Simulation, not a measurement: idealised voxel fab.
The process module that follows is named voxel self aligned contacts.
cross-section cut | 170 nm wide | cells 5 nm
Format of a cross-section: grid, square cells. Given as bands. Order: top down. Band: one or more rows of cells.
Heads up on the band format: heights come first, top then bottom, in nm. After that it's the materials left to right, each with its width in nm. A single material flagged "throughout" fills the whole band edge to edge, and "empty" means there's empty space there.
Where do heights start? At 0: under that level the wafer as delivered is made of one material only. And the lowest band has no floor; it just carries on downward, as in "z 0 and below".
A width given as "30->40" starts at the first number in the band's top row and ends at the second number in its bottom row, shifting by an equal amount at every step from row to row.
Step marked "identical to before"? Then no cell in the cross-section changed in it.
Closed empty spaces (no open way to the top) of 8 cells or more are what "Entrapped voids" lists, each as width x height at distance from the left edge, nm for all three.
That trailing text on a step's line, after the settings, is the simulator's own remark on the step.
When a step includes a mask, the "overlay nm" setting on its line states how far to the right of its planned place that mask lay, and negative values state how far to the left.

## Set out below are the planned steps of the process
- 1: RECEIVE: material Si
- 2: OXIDIZE: depth nm 5
- 3: DIRECTIONAL_DEP: material polySi, thk nm 25
- 4: DIRECTIONAL_DEP: material SiN, thk nm 20
- 5: DIRECTIONAL_DEP: material aC, thk nm 10
- 6: PATTERN: tone cover, mask id GATE, material resist, width nm 30, pitch nm 65, thk nm 30, overlay nm 0
- 7: DIRECTIONAL_ETCH: etch materials aC, depth nm 10
- 8: STRIP: etch materials resist
- 9: DIRECTIONAL_ETCH: etch materials SiN, depth nm 20
- 10: DIRECTIONAL_ETCH: etch materials polySi, depth nm 25
- 11: STRIP: etch materials aC
- 12: CONFORMAL_DEP: material SiN, thk nm 10
- 13: DIRECTIONAL_ETCH: etch materials SiN, depth nm 10
- 14: FILL_DEP: material SiO2, thk nm 20
- 15: CMP: height nm 55
- 16: DIRECTIONAL_DEP: material aC, thk nm 10
- 17: PATTERN: tone open, mask id CONTACT, material resist, width nm 45, thk nm 25, overlay nm 0
- 18: DIRECTIONAL_ETCH: etch materials aC, depth nm 10
- 19: STRIP: etch materials resist
- 20: DIRECTIONAL_ETCH: etch materials SiO2, depth nm 60
- 21: STRIP: etch materials aC
- 22: CONFORMAL_DEP: material TiN, thk nm 5
- 23: FILL_DEP: material Ru, thk nm 10
- 24: CMP: height nm 55
- 25: CONFORMAL_DEP: material SiCN, thk nm 5

## The first of a set of two wafers, run to plan

## Wafer cross-section on receipt, i.e. after step 1
> z 0 and below: Si throughout
> Entrapped voids: none

## Cross-section of the wafer after step 2
> z 0 to -5: SiO2 throughout
> below -5: unchanged

## Cross-section of the wafer after step 3
> z 25 to 0: polySi throughout
> below 0: unchanged

## Cross-section of the wafer after step 4
> z 45 to 25: SiN throughout
> below 25: unchanged

## Cross-section of the wafer after step 5
> z 55 to 45: aC throughout
> below 45: unchanged

## Cross-section of the wafer after step 6
> z 85 to 55: empty: 35 / resist: 30 / empty: 35 / resist: 30 / empty: 40
> below 55: unchanged

## Cross-section of the wafer after step 7
> z 75 to 55: empty: 35 / resist: 30 / empty: 35 / resist: 30 / empty: 40
> z 55 to 45: empty: 35 / aC: 30 / empty: 35 / aC: 30 / empty: 40
> below 45: unchanged

## Cross-section of the wafer after step 8
> z 55 to 45: empty: 35 / aC: 30 / empty: 35 / aC: 30 / empty: 40
> below 45: unchanged

## Cross-section of the wafer after step 9
> z 55 to 45: empty: 35 / aC: 30 / empty: 35 / aC: 30 / empty: 40
> z 45 to 25: empty: 35 / SiN: 30 / empty: 35 / SiN: 30 / empty: 40
> below 25: unchanged

## Cross-section of the wafer after step 10
> z 55 to 45: empty: 35 / aC: 30 / empty: 35 / aC: 30 / empty: 40
> z 45 to 25: empty: 35 / SiN: 30 / empty: 35 / SiN: 30 / empty: 40
> z 25 to 0: empty: 35 / polySi: 30 / empty: 35 / polySi: 30 / empty: 40
> below 0: unchanged

## Cross-section of the wafer after step 11
> z 45 to 25: empty: 35 / SiN: 30 / empty: 35 / SiN: 30 / empty: 40
> below 25: unchanged

## Cross-section of the wafer after step 12
> z 55 to 25: empty: 25 / SiN: 50 / empty: 15 / SiN: 50 / empty: 30
> z 25 to 10: empty: 25 / SiN: 10 / polySi: 30 / SiN: 10 / empty: 15 / SiN: 10 / polySi: 30 / SiN: 10 / empty: 30
> z 10 to 0: SiN: 35 / polySi: 30 / SiN: 35 / polySi: 30 / SiN: 40
> below 0: unchanged

## Cross-section of the wafer after step 13
> z 45 to 25: empty: 25 / SiN: 50 / empty: 15 / SiN: 50 / empty: 30
> z 25 to 0: empty: 25 / SiN: 10 / polySi: 30 / SiN: 10 / empty: 15 / SiN: 10 / polySi: 30 / SiN: 10 / empty: 30
> below 0: unchanged

## Cross-section of the wafer after step 14
> z 65 to 45: SiO2 throughout
> z 45 to 25: SiO2: 25 / SiN: 50 / SiO2: 15 / SiN: 50 / SiO2: 30
> z 25 to 0: SiO2: 25 / SiN: 10 / polySi: 30 / SiN: 10 / SiO2: 15 / SiN: 10 / polySi: 30 / SiN: 10 / SiO2: 30
> below 0: unchanged

## Cross-section of the wafer after step 15
> z 55 to 45: SiO2 throughout
> below 45: unchanged

## Cross-section of the wafer after step 16
> z 65 to 55: aC throughout
> below 55: unchanged

## Cross-section of the wafer after step 17
> z 90 to 65: resist: 60 / empty: 45 / resist: 65
> below 65: unchanged

## Cross-section of the wafer after step 18
> z 80 to 65: resist: 60 / empty: 45 / resist: 65
> z 65 to 55: aC: 60 / empty: 45 / aC: 65
> below 55: unchanged

## Cross-section of the wafer after step 19
> z 65 to 55: aC: 60 / empty: 45 / aC: 65
> below 55: unchanged

## Cross-section of the wafer after step 20
> z 65 to 55: aC: 60 / empty: 45 / aC: 65
> z 55 to 45: SiO2: 60 / empty: 45 / SiO2: 65
> z 45 to 25: SiO2: 25 / SiN: 50 / empty: 15 / SiN: 50 / SiO2: 30
> z 25 to 0: SiO2: 25 / SiN: 10 / polySi: 30 / SiN: 10 / empty: 15 / SiN: 10 / polySi: 30 / SiN: 10 / SiO2: 30
> z 0 to -5: SiO2: 75 / empty: 15 / SiO2: 80
> below -5: unchanged

## Cross-section of the wafer after step 21
> z 55 to 45: SiO2: 60 / empty: 45 / SiO2: 65
> below 45: unchanged

## Cross-section of the wafer after step 22
> z 60 to 55: TiN: 65 / empty: 35 / TiN: 70
> z 55 to 45: SiO2: 60 / TiN: 5->20 / empty: 35->5 / TiN: 5->20 / SiO2: 65
> z 45 to 25: SiO2: 25 / SiN: 50 / TiN: 5 / empty: 5 / TiN: 5 / SiN: 50 / SiO2: 30
> z 25 to 0: SiO2: 25 / SiN: 10 / polySi: 30 / SiN: 10 / TiN: 5 / empty: 5 / TiN: 5 / SiN: 10 / polySi: 30 / SiN: 10 / SiO2: 30
> z 0 to -5: SiO2: 75 / TiN: 15 / SiO2: 80
> below -5: unchanged

## Cross-section of the wafer after step 23
> z 70 to 60: Ru throughout
> z 60 to 55: TiN: 65 / Ru: 35 / TiN: 70
> z 55 to 45: SiO2: 60 / TiN: 5->20 / Ru: 35->5 / TiN: 5->20 / SiO2: 65
> z 45 to 25: SiO2: 25 / SiN: 50 / TiN: 5 / Ru: 5 / TiN: 5 / SiN: 50 / SiO2: 30
> z 25 to 0: SiO2: 25 / SiN: 10 / polySi: 30 / SiN: 10 / TiN: 5 / Ru: 5 / TiN: 5 / SiN: 10 / polySi: 30 / SiN: 10 / SiO2: 30
> below 0: unchanged

## Cross-section of the wafer after step 24
> z 55 to 45: SiO2: 60 / TiN: 5->20 / Ru: 35->5 / TiN: 5->20 / SiO2: 65
> below 45: unchanged

## Cross-section of the wafer after step 25
> z 60 to 55: SiCN throughout
> below 55: unchanged

## Okay, second wafer. Nothing different at the start, nothing different in the plan, just one mistake somewhere in the running. As far as step 24, counting that step, it's the first wafer all over again

## The second wafer cut through, at the time step 25 was supposed to be finished
> z 60 to 55: polySi throughout
> below 55: unchanged
In executing the process, a mistake was made relative to the plan: planned and actual differ for step 25; actual: CONFORMAL_DEP: material polySi, thk nm 5
Bottom line after processing is that, in cells, the second wafer is up or down on some materials versus the first: 34 fewer of SiCN, 34 more of polySi
